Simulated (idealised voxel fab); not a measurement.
Process module name: voxel capacitor over wiring
The figure presents cross-section cut, which has a width of 285 nm and is divided into square cells with an edge length of 5 nm.
Each cross-section below is a grid of square cells, stated as bands in top-down order, with one or more rows of cells making up each band.
Per band: top height and bottom height in nm, followed by the left-to-right materials and their widths in nm; "edge to edge" marks a single material spanning edge to edge, "air" marks empty space.
Zero point of the height axis is 0; under it, received wafer = one material. Lowest band: continues down indefinitely, "from 0 down".
A width given as "30..40" starts at the first number in the band's top row and ends at the second number in its bottom row, shifting by an equal amount at every step from row to row.
Reading "nothing got changed" for a step: not a cell of the cross-section changed in it.
The label "Cavities, closed" introduces a list of the empty spaces, 8 cells or larger, that have no open way up to the top; each entry in it reads width x height at distance, where the distance is taken from the left edge and all three are stated in nm.
Where a step's line continues beyond its settings, the continuation is a remark by the simulator itself on that step.
The "overlay nm" setting may appear on a step's line; for a step that uses a mask, it gives how far to the right of its planned position the mask lay, and a negative value indicates the left.
Steps planned for the process:
1 RECEIVE | material Si
2 CONFORMAL_DEP | material SiO2 | thk nm 10
3 DIRECTIONAL_DEP | material TiN | thk nm 5
4 DIRECTIONAL_DEP | material Ru | thk nm 25
5 PATTERN | tone cover | mask id METAL_1 | material resist | width nm 20 | pitch nm 75 | thk nm 20 | overlay nm 0
6 DIRECTIONAL_ETCH | etch materials Ru | depth nm 25
7 DIRECTIONAL_ETCH | etch materials TiN | depth nm 5
8 STRIP | etch materials resist
9 CONFORMAL_DEP | material SiN | thk nm 5
10 FILL_DEP | material lowk | thk nm 5
11 CMP | height nm 40
12 CONFORMAL_DEP | material SiCN | thk nm 5
13 DIRECTIONAL_DEP | material SiO2 | thk nm 20
14 DIRECTIONAL_DEP | material aC | thk nm 10
15 PATTERN | tone open | mask id PLUG_1 | material resist | width nm 15 | thk nm 30 | overlay nm 0
16 DIRECTIONAL_ETCH | etch materials aC | depth nm 10
17 STRIP | etch materials resist
18 DIRECTIONAL_ETCH | etch materials SiO2 | depth nm 20
19 DIRECTIONAL_ETCH | etch materials SiCN | depth nm 5
20 STRIP | etch materials aC
21 EPI | material Ru | thk nm 10
22 EPI | material Ru | thk nm 10
23 EPI | material Ru | thk nm 5
24 DIRECTIONAL_DEP | material TiN | thk nm 10
25 DIRECTIONAL_DEP | material Al2O3 | thk nm 5
26 DIRECTIONAL_DEP | material TiN | thk nm 5
27 DIRECTIONAL_DEP | material aC | thk nm 15
28 PATTERN | tone cover | mask id UPPER_PLATE | material resist | width nm 60 | thk nm 35 | overlay nm 0
29 DIRECTIONAL_ETCH | etch materials aC | depth nm 15
30 STRIP | etch materials resist
31 DIRECTIONAL_ETCH | etch materials TiN | depth nm 5
32 DIRECTIONAL_ETCH | etch materials Al2O3 | depth nm 5
33 STRIP | etch materials aC
34 MASKED_ETCH | tone cover | mask id LOWER_PLATE | width nm 70 | etch materials TiN | depth nm 10 | overlay nm 0
35 FILL_DEP | material SiO2 | thk nm 20
36 CMP | height nm 90
37 PATTERN | tone open | mask id PLUG_2 | material resist | width nm 15 | thk nm 15 | overlay nm 0
38 DIRECTIONAL_ETCH | etch materials SiO2 | depth nm 15
39 STRIP | etch materials resist
40 CONFORMAL_DEP | material TiN | thk nm 5
41 FILL_DEP | material Cu | thk nm 5
42 CMP | height nm 100
43 CONFORMAL_DEP | material SiN | thk nm 5
Be aware that, although all wafers share a common starting state, the height nm at step 36 differs among them, and the plan displays the first wafer's value.
Cross-section: the first of several wafers in its as-received state, i.e. following step 1:
* from 0 down  Si edge to edge
* Cavities, closed: none
End of the module, past its last step, step 43: how the first of several wafers looks in cross-section:
* from 105 to 100  SiN edge to edge
* from 100 to 95  Cu edge to edge
* from 95 to 90  115 nm TiN / 5 nm Cu / 165 nm TiN
* from 90 to 80  110..100 nm SiO2 / 15..60 nm TiN / 160..125 nm SiO2
* from 80 to 75  100 nm SiO2 / 60 nm Al2O3 / 125 nm SiO2
* from 75 to 65  95 nm SiO2 / 70 nm TiN / 120 nm SiO2
* from 65 to 45  100 nm SiO2 / 15 nm Ru / 170 nm SiO2
* from 45 to 40  100 nm SiCN / 15 nm Ru / 170 nm SiCN
* from 40 to 15  90 nm lowk / 5 nm SiN / 20 nm Ru / 5 nm SiN / 45 nm lowk / 5 nm SiN / 20 nm Ru / 5 nm SiN / 90 nm lowk
* from 15 to 10  95 nm SiN / 20 nm TiN / 55 nm SiN / 20 nm TiN / 95 nm SiN
* from 10 to 0  SiO2 edge to edge
* from 0 down  Si edge to edge
* Cavities, closed: none
End of module, last wafer sectioned:
* from 105 to 100  SiN edge to edge
* from 100 to 95  110 nm SiO2 / 5 nm TiN / 5 nm Cu / 5 nm TiN / 160 nm SiO2
* from 95 to 90  110 nm SiO2 / 15 nm TiN / 160 nm SiO2
* from 90 to 85  SiO2 edge to edge
* from 85 to 80  100 nm SiO2 / 60 nm TiN / 125 nm SiO2
* from 80 to 75  100 nm SiO2 / 60 nm Al2O3 / 125 nm SiO2
* from 75 to 65  95 nm SiO2 / 70 nm TiN / 120 nm SiO2
* from 65 to 45  100 nm SiO2 / 15 nm Ru / 170 nm SiO2
* from 45 to 40  100 nm SiCN / 15 nm Ru / 170 nm SiCN
* from 40 to 15  90 nm lowk / 5 nm SiN / 20 nm Ru / 5 nm SiN / 45 nm lowk / 5 nm SiN / 20 nm Ru / 5 nm SiN / 90 nm lowk
* from 15 to 10  95 nm SiN / 20 nm TiN / 55 nm SiN / 20 nm TiN / 95 nm SiN
* from 10 to 0  SiO2 edge to edge
* from 0 down  Si edge to edge
* Cavities, closed: none
So in this table every wafer gets its own row, and what you see is where it stands at the end of the module: for each material, how many cells it picked up (+) or gave up (-) since we received it, and after that its closed voids:
height nm 90; +12 Al2O3; +58 Cu; +55 Ru; +54 SiCN; +126 SiN; +560 SiO2; +107 TiN; +225 lowk; Cavities, closed: none
height nm 95; +12 Al2O3; +2 Cu; +55 Ru; +54 SiCN; +126 SiN; +614 SiO2; +109 TiN; +225 lowk; Cavities, closed: none
height nm 100; +12 Al2O3; +2 Cu; +55 Ru; +54 SiCN; +126 SiN; +668 SiO2; +55 TiN; +225 lowk; Cavities, closed: none
height nm 105; +12 Al2O3; +1 Cu; +55 Ru; +54 SiCN; +126 SiN; +671 SiO2; +53 TiN; +225 lowk; Cavities, closed: none
